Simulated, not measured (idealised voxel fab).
This is a process module. Its name is voxel gate over fins.
In the cross-section labelled cut, the width is 280 nm and each square cell is 5 nm.
Cross-section = grid of square cells, listed top down in bands; band = one or more rows.
Band: top and bottom heights (nm) first, top before bottom; then materials from left to right, widths in nm. "edge to edge" marks a sole material filling the band edge to edge. "blank" denotes empty space.
Zero point of the height axis is 0; under it, received wafer = one material. Lowest band: continues down indefinitely, "0 down".
It should be noted that a width expressed as "30->40" varies in equal increments from row to row of cells within the band, taking the value of the first number at the top row and that of the second number at the bottom row.
Basically "all unchanged" means that step didn't change any cell in the cross-section.
"Sealed internal cavities" means: voids of 8 cells or more that are shut off from the top with no open way through. Written width x height at distance, distance from the left edge, in nm.
Anything after a step's settings on that line? It's the simulator's own note about the step.
For masked steps, "overlay nm" on the step line gives how far right of plan the mask actually lay; a minus sign means it lay to the left.

This section lists the process steps that were planned
1: RECEIVE [material Si]
2: CONFORMAL_DEP [material SiN] [thk nm 10]
3: PATTERN [tone cover] [mask id FINS] [material resist] [width nm 15] [pitch nm 40] [thk nm 20] [overlay nm 0]
4: DIRECTIONAL_ETCH [etch materials SiN] [depth nm 10]
5: DIRECTIONAL_ETCH [etch materials Si] [depth nm 40]
6: STRIP [etch materials resist]
7: FILL_DEP [material SiO2] [thk nm 15]
8: CMP [height nm 10]
9: SELECTIVE_ETCH [etch materials SiO2] [depth nm 20]
10: STRIP [etch materials SiN]
11: CONFORMAL_DEP [material HfO2] [thk nm 5]
12: CONFORMAL_DEP [material TiN] [thk nm 5]
13: FILL_DEP [material W] [thk nm 10]
14: CMP [height nm 15]
15: CONFORMAL_DEP [material SiCN] [thk nm 10]

This is the cross-section of the wafer as we received it, i.e. after step 1
  0 down = Si edge to edge
  Sealed internal cavities: none

First wafer of two, sectioned at end of module; run went per plan
  25 to 15 = SiCN edge to edge
  15 to 10 = W edge to edge
  10 to 5 = 100 W; 35 TiN; 5 W; 35 TiN; 105 W
  5 to 0 = 100 W; 5 TiN; 25 HfO2; 5 TiN; 5 W; 5 TiN; 25 HfO2; 5 TiN; 105 W
  0 to -5 = 105 TiN; 5 HfO2; 15 Si; 5 HfO2; 15 TiN; 5 HfO2; 15 Si; 5 HfO2; 110 TiN
  -5 to -10 = 110 HfO2; 15 Si; 25 HfO2; 15 Si; 115 HfO2
  -10 to -40 = 110 SiO2; 15 Si; 25 SiO2; 15 Si; 115 SiO2
  -40 down = Si edge to edge
  Sealed internal cavities: none

Here's the second of our two wafers sectioned at module end. Same start as the first, same plan, but one mistake got made running it
  25 to 15 = SiCN edge to edge
  15 to 10 = W edge to edge
  10 to 5 = 105 W; 35 TiN; 5 W; 35 TiN; 100 W
  5 to 0 = 105 W; 5 TiN; 25 HfO2; 5 TiN; 5 W; 5 TiN; 25 HfO2; 5 TiN; 100 W
  0 to -5 = 110 TiN; 5 HfO2; 15 Si; 5 HfO2; 15 TiN; 5 HfO2; 15 Si; 5 HfO2; 105 TiN
  -5 to -10 = 115 HfO2; 15 Si; 25 HfO2; 15 Si; 110 HfO2
  -10 to -40 = 115 SiO2; 15 Si; 25 SiO2; 15 Si; 110 SiO2
  -40 down = Si edge to edge
  Sealed internal cavities: none
what went wrong: step 3, actual vs plan mismatch, actual run PATTERN [tone cover] [mask id FINS] [material resist] [width nm 15] [pitch nm 40] [thk nm 20] [overlay nm 5]
When the process is done, the second wafer contains the same cell count of every material as the first wafer, but distributed over other locations.
